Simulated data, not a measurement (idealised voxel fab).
You're looking at the process module voxel local oxidation.
The width of the displayed cross-section, cut, is 160 nm; its cells are square, with a size of 5 nm.
Cross-section layout: square cells on a grid; listed as bands, top to bottom; a band spans one or more cell rows.
Band: top and bottom heights (nm) first, top before bottom; then materials from left to right, widths in nm. "edge to edge" marks a sole material filling the band edge to edge. "blank" denotes empty space.
The level at which height equals 0 is the one under which the wafer, as it arrives, is entirely one material. No lower edge exists for the bottom band, which continues downward and is notated as in "0 -> down".
Read "30 to 40" as a graded width: first number on top, second number at the bottom, same change between each pair of neighbouring rows.
"remained unchanged" after a step means that no cell of the cross-section changed.
Closed voids list: empty space of 8 cells or more with no open way to the top, each as width x height at its distance from the left edge, in nm
Text after the settings on a step's line: the simulator's own remark on that step.
overlay nm, on a step with a mask: how far to the right of its planned place the mask lay; to the left if negative

**The steps planned for the process are as follows**
step 1: RECEIVE: material Si
step 2: CONFORMAL_DEP: material SiO2, thk nm 5
step 3: CONFORMAL_DEP: material SiN, thk nm 15
step 4: DIRECTIONAL_DEP: material aC, thk nm 15
step 5: PATTERN: tone cover, mask id ACTIVE, material resist, width nm 100, thk nm 30, overlay nm 0
step 6: DIRECTIONAL_ETCH: etch materials aC, depth nm 15
step 7: STRIP: etch materials resist
step 8: DIRECTIONAL_ETCH: etch materials SiN, depth nm 15
step 9: STRIP: etch materials aC
step 10: SELECTIVE_ETCH: etch materials SiO2, depth nm 5
step 11: OXIDIZE: depth nm 10
step 12: STRIP: etch materials SiN

**First wafer, two in total, run as planned**

**Cross-section of the wafer upon arrival, representing the state reached after step 1**
	0 -> down | Si edge to edge
	Closed voids list: none

**Cross-section through the wafer, step 2 finished**
	5 -> 0 | SiO2 edge to edge
	No changes below 0.

**Cross-section through the wafer, step 3 finished**
	20 -> 5 | SiN edge to edge
	No changes below 5.

**Cross-section through the wafer, step 4 finished**
	35 -> 20 | aC edge to edge
	No changes below 20.

**Cross-section through the wafer, step 5 finished**
	65 -> 35 | 30 blank, 100 resist, 30 blank
	No changes below 35.

**Cross-section through the wafer, step 6 finished**
	50 -> 35 | 30 blank, 100 resist, 30 blank
	35 -> 20 | 30 blank, 100 aC, 30 blank
	No changes below 20.

**Cross-section through the wafer, step 7 finished**
	35 -> 20 | 30 blank, 100 aC, 30 blank
	No changes below 20.

**Cross-section through the wafer, step 8 finished**
	35 -> 20 | 30 blank, 100 aC, 30 blank
	20 -> 5 | 30 blank, 100 SiN, 30 blank
	No changes below 5.

**Cross-section through the wafer, step 9 finished**
	20 -> 5 | 30 blank, 100 SiN, 30 blank
	No changes below 5.

**Cross-section through the wafer, step 10 finished**
	20 -> 5 | 30 blank, 100 SiN, 30 blank
	5 -> 0 | 35 blank, 90 SiO2, 35 blank
	No changes below 0.

**Cross-section through the wafer, step 11 finished**
	20 -> 5 | 30 blank, 100 SiN, 30 blank
	5 -> 0 | 35 blank, 90 SiO2, 35 blank
	0 -> -10 | 45 SiO2, 70 Si, 45 SiO2
	No changes below -10.

**Cross-section through the wafer, step 12 finished**
	5 -> 0 | 35 blank, 90 SiO2, 35 blank
	No changes below 0.

**The second wafer: identical to the first at the outset and in its planned sequence, differing only in that one mistake was made during processing; up to and including step 11, its path is the first wafer's path**

**Second wafer cross-section, taken as of the time the plan sets for step 12 to be done**
	5 -> 0 | 35 blank, 90 SiO2, 35 blank
	No changes below 0.
Processing error: step 12 from the plan got run twice
Given identical final cross-sections on the two wafers, the mistake has no effect on any quantity computed by this model.
